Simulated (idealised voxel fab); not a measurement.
process module | voxel self aligned contacts
cross-section cut | 235 nm wide | cells 5 nm
A cross-section is a grid of square cells, given in bands from the top down. A band is one or more rows of cells.
Each band's line starts with the height of the band's top and of its bottom, in nm. Then come its materials from left to right, each with its width in nm. One material with "throughout" fills the band from edge to edge. "air" is empty space.
Height 0 is the level under which the wafer as received is all one material. The lowest band goes on downwards, as in "0 down".
A width such as "30 to 40" changes by the same amount from each row of cells to the next, from the band's top row to its bottom row.
"no change" after a step means that no cell of the cross-section changed.
closed voids: empty space of 8 cells or more with no open way to the top, each as width x height at its distance from the left edge, in nm
after a step's settings: what the simulator itself notes on the step
overlay nm, on a step with a mask: how far to the right of its planned place the mask lay; to the left if negative
plan
1 op RECEIVE | material Si
2 op OXIDIZE | depth nm 5
3 op DIRECTIONAL_DEP | material polySi | thk nm 25
4 op DIRECTIONAL_DEP | material SiN | thk nm 15
5 op PATTERN | tone cover | mask id GATE | material resist | width nm 25 | pitch nm 60 | thk nm 15 | overlay nm 0
6 op DIRECTIONAL_ETCH | etch materials SiN | depth nm 15
7 op DIRECTIONAL_ETCH | etch materials polySi | depth nm 25
8 op STRIP | etch materials resist
9 op CONFORMAL_DEP | material SiN | thk nm 5
10 op DIRECTIONAL_ETCH | etch materials SiN | depth nm 5
11 op FILL_DEP | material SiO2 | thk nm 15
12 op CMP | height nm 45
13 op PATTERN | tone open | mask id CONTACT | material resist | width nm 45 | pitch nm 60 | thk nm 15 | overlay nm 0
14 op DIRECTIONAL_ETCH | etch materials SiO2 | depth nm 50
15 op STRIP | etch materials resist
16 op CONFORMAL_DEP | material TiN | thk nm 5
17 op FILL_DEP | material W | thk nm 5
18 op CMP | height nm 45
19 op CONFORMAL_DEP | material SiN | thk nm 5
as received, after step 1
  0 down: Si throughout
  closed voids: none
first wafer at the end, as planned
  50 to 45: SiN throughout
  45 to 40: SiO2 65 | TiN 15 | W 15 | TiN 15 | SiO2 15 | TiN 15 | W 15 | TiN 15 | SiO2 65
  40 to 25: SiO2 40 | SiN 35 | TiN 5 | W 15 | TiN 5 | SiN 35 | TiN 5 | W 15 | TiN 5 | SiN 35 | SiO2 40
  25 to 0: SiO2 40 | SiN 5 | polySi 25 | SiN 5 | TiN 5 | W 15 | TiN 5 | SiN 5 | polySi 25 | SiN 5 | TiN 5 | W 15 | TiN 5 | SiN 5 | polySi 25 | SiN 5 | SiO2 40
  0 to -5: SiO2 75 | TiN 25 | SiO2 35 | TiN 25 | SiO2 75
  -5 down: Si throughout
  closed voids: none
second wafer at the end: like start, like plan, one mistake
  50 to 45: SiN throughout
  45 to 40: SiO2 65 | TiN 45 | SiO2 15 | TiN 45 | SiO2 65
  40 to 25: TiN throughout
  25 to 0: polySi throughout
  0 to -5: SiO2 throughout
  -5 down: Si throughout
  closed voids: none
what went wrong: step 4 ran as: op DIRECTIONAL_DEP | material TiN | thk nm 15
at the end the second wafer has, in cells: 93 fewer of SiN | 118 fewer of SiO2 | 105 more of TiN | 54 fewer of W | 160 more of polySi
